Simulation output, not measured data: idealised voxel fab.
process module | voxel transistor to metal
cross-section cut | 290 nm wide | cells 5 nm
A cross-section is a grid of square cells, given in bands from the top down. A band is one or more rows of cells.
Each band's line starts with the height of the band's top and of its bottom, in nm. Then come its materials from left to right, each with its width in nm. One material with "throughout" fills the band from edge to edge. "air" is empty space.
Height 0 is the level under which the wafer as received is all one material. The lowest band goes on downwards, as in "0 down".
A width such as "30 to 40" changes by the same amount from each row of cells to the next, from the band's top row to its bottom row.
"no change" after a step means that no cell of the cross-section changed.
closed voids: empty space of 8 cells or more with no open way to the top, each as width x height at its distance from the left edge, in nm
after a step's settings: what the simulator itself notes on the step
overlay nm, on a step with a mask: how far to the right of its planned place the mask lay; to the left if negative
plan
1 op RECEIVE | material Si
2 op CONFORMAL_DEP | material SiO2 | thk nm 5
3 op CONFORMAL_DEP | material SiN | thk nm 10
4 op MASKED_ETCH | tone cover | mask id ACTIVE | width nm 115 | pitch nm 135 | etch materials SiN | depth nm 10 | overlay nm 0
5 op MASKED_ETCH | tone cover | mask id ACTIVE | width nm 115 | pitch nm 135 | etch materials SiO2 | depth nm 5 | overlay nm 0
6 op MASKED_ETCH | tone cover | mask id ACTIVE | width nm 115 | pitch nm 135 | etch materials Si | depth nm 30 | overlay nm 0
7 op FILL_DEP | material SiO2 | thk nm 5
8 op CMP | height nm 15
9 op SELECTIVE_ETCH | etch materials SiO2 | depth nm 5
10 op STRIP | etch materials SiN
11 op SELECTIVE_ETCH | etch materials SiO2 | depth nm 5
12 op OXIDIZE | depth nm 5
13 op DIRECTIONAL_DEP | material polySi | thk nm 30
14 op DIRECTIONAL_DEP | material SiCN | thk nm 10
15 op PATTERN | tone cover | mask id GATE | material resist | width nm 35 | pitch nm 135 | thk nm 20 | overlay nm 0
16 op DIRECTIONAL_ETCH | etch materials SiCN | depth nm 20
17 op DIRECTIONAL_ETCH | etch materials polySi | depth nm 40
18 op STRIP | etch materials resist
19 op CONFORMAL_DEP | material SiO2 | thk nm 5
20 op DIRECTIONAL_ETCH | etch materials SiO2 | depth nm 5
21 op CONFORMAL_DEP | material SiN | thk nm 10
22 op DIRECTIONAL_ETCH | etch materials SiN | depth nm 10
23 op DIRECTIONAL_ETCH | etch materials SiO2 | depth nm 5
24 op EPI | material SiGe | thk nm 5
25 op FILL_DEP | material SiO2 | thk nm 10
26 op CMP | height nm 30
27 op STRIP | etch materials polySi
28 op SELECTIVE_ETCH | etch materials SiO2 | depth nm 5
29 op CONFORMAL_DEP | material HfO2 | thk nm 5
30 op CONFORMAL_DEP | material TiN | thk nm 5
31 op FILL_DEP | material W | thk nm 10
32 op CMP | height nm 25
33 op DIRECTIONAL_DEP | material SiO2 | thk nm 15
34 op PATTERN | tone open | mask id CONTACT | material resist | width nm 15 | thk nm 15 | overlay nm 0
35 op DIRECTIONAL_ETCH | etch materials SiO2 | depth nm 40
36 op STRIP | etch materials resist
37 op CONFORMAL_DEP | material TiN | thk nm 5
38 op FILL_DEP | material Ru | thk nm 5
39 op CMP | height nm 40
40 op DIRECTIONAL_DEP | material TiN | thk nm 5
41 op DIRECTIONAL_DEP | material Ru | thk nm 15
42 op MASKED_ETCH | tone cover | mask id METAL_1 | width nm 15 | etch materials Ru | depth nm 15 | overlay nm 0
43 op MASKED_ETCH | tone cover | mask id METAL_1 | width nm 15 | etch materials TiN | depth nm 5 | overlay nm 0
44 op FILL_DEP | material lowk | thk nm 10
45 op CMP | height nm 60
46 op CONFORMAL_DEP | material SiN | thk nm 5
as received, after step 1
  0 down: Si throughout
  closed voids: none
first wafer at the end, as planned
  65 to 60: SiN throughout
  60 to 45: lowk 25 | Ru 15 | lowk 75 | Ru 15 | lowk 30 | Ru 15 | lowk 75 | Ru 15 | lowk 25
  45 to 40: lowk 25 | TiN 15 | lowk 75 | TiN 15 | lowk 30 | TiN 15 | lowk 75 | TiN 15 | lowk 25
  40 to 25: SiO2 25 | TiN 5 | Ru 5 | TiN 5 | SiO2 75 | TiN 5 | Ru 5 | TiN 5 | SiO2 30 | TiN 5 | Ru 5 | TiN 5 | SiO2 75 | TiN 5 | Ru 5 | TiN 5 | SiO2 25
  25 to 10: SiO2 25 | TiN 5 | Ru 5 | TiN 5 | SiO2 5 | SiN 10 | HfO2 5 | TiN 5 | W 25 | TiN 5 | HfO2 5 | SiN 10 | SiO2 5 | TiN 5 | Ru 5 | TiN 5 | SiO2 30 | TiN 5 | Ru 5 | TiN 5 | SiO2 5 | SiN 10 | HfO2 5 | TiN 5 | W 25 | TiN 5 | HfO2 5 | SiN 10 | SiO2 5 | TiN 5 | Ru 5 | TiN 5 | SiO2 25
  10 to 5: SiO2 25 | TiN 15 | SiO2 5 | SiN 10 | HfO2 5 | TiN 5 | W 25 | TiN 5 | HfO2 5 | SiN 10 | SiO2 5 | TiN 15 | SiO2 30 | TiN 15 | SiO2 5 | SiN 10 | HfO2 5 | TiN 5 | W 25 | TiN 5 | HfO2 5 | SiN 10 | SiO2 5 | TiN 15 | SiO2 25
  5 to 0: SiO2 20 | SiN 10 | TiN 10 | SiO2 5 | SiN 10 | HfO2 5 | TiN 35 | HfO2 5 | SiN 10 | SiO2 5 | TiN 10 | SiN 10 | SiO2 20 | SiN 10 | TiN 10 | SiO2 5 | SiN 10 | HfO2 5 | TiN 35 | HfO2 5 | SiN 10 | SiO2 5 | TiN 10 | SiN 10 | SiO2 20
  0 to -5: SiO2 30 | SiGe 15 | SiO2 10 | HfO2 45 | SiO2 10 | SiGe 15 | SiO2 40 | SiGe 15 | SiO2 10 | HfO2 45 | SiO2 10 | SiGe 15 | SiO2 30
  -5 to -30: SiO2 20 | Si 115 | SiO2 20 | Si 115 | SiO2 20
  -30 down: Si throughout
  closed voids: none
second wafer at the end: like start, like plan, one mistake
  65 to 60: SiN throughout
  60 to 45: lowk 25 | Ru 15 | lowk 75 | Ru 15 | lowk 30 | Ru 15 | lowk 75 | Ru 15 | lowk 25
  45 to 40: lowk 25 | TiN 15 | lowk 75 | TiN 15 | lowk 30 | TiN 15 | lowk 75 | TiN 15 | lowk 25
  40 to 25: SiO2 25 | TiN 5 | Ru 5 | TiN 5 | SiO2 75 | TiN 5 | Ru 5 | TiN 5 | SiO2 30 | TiN 5 | Ru 5 | TiN 5 | SiO2 75 | TiN 5 | Ru 5 | TiN 5 | SiO2 25
  25 to 5: SiO2 25 | TiN 5 | Ru 5 | TiN 5 | SiO2 15 | HfO2 5 | TiN 5 | W 25 | TiN 5 | HfO2 5 | SiO2 15 | TiN 5 | Ru 5 | TiN 5 | SiO2 30 | TiN 5 | Ru 5 | TiN 5 | SiO2 15 | HfO2 5 | TiN 5 | W 25 | TiN 5 | HfO2 5 | SiO2 15 | TiN 5 | Ru 5 | TiN 5 | SiO2 25
  5 to 0: SiO2 25 | TiN 15 | SiO2 15 | HfO2 5 | TiN 35 | HfO2 5 | SiO2 15 | TiN 15 | SiO2 30 | TiN 15 | SiO2 15 | HfO2 5 | TiN 35 | HfO2 5 | SiO2 15 | TiN 15 | SiO2 25
  0 to -5: SiO2 20 | SiGe 35 | HfO2 45 | SiGe 35 | SiO2 20 | SiGe 35 | HfO2 45 | SiGe 35 | SiO2 20
  -5 to -30: SiO2 20 | Si 115 | SiO2 20 | Si 115 | SiO2 20
  -30 down: Si throughout
  closed voids: none
what went wrong: step 21 was left out
at the end the second wafer has, in cells: 4 more of Ru | 16 more of SiGe | 48 fewer of SiN | 28 more of SiO2
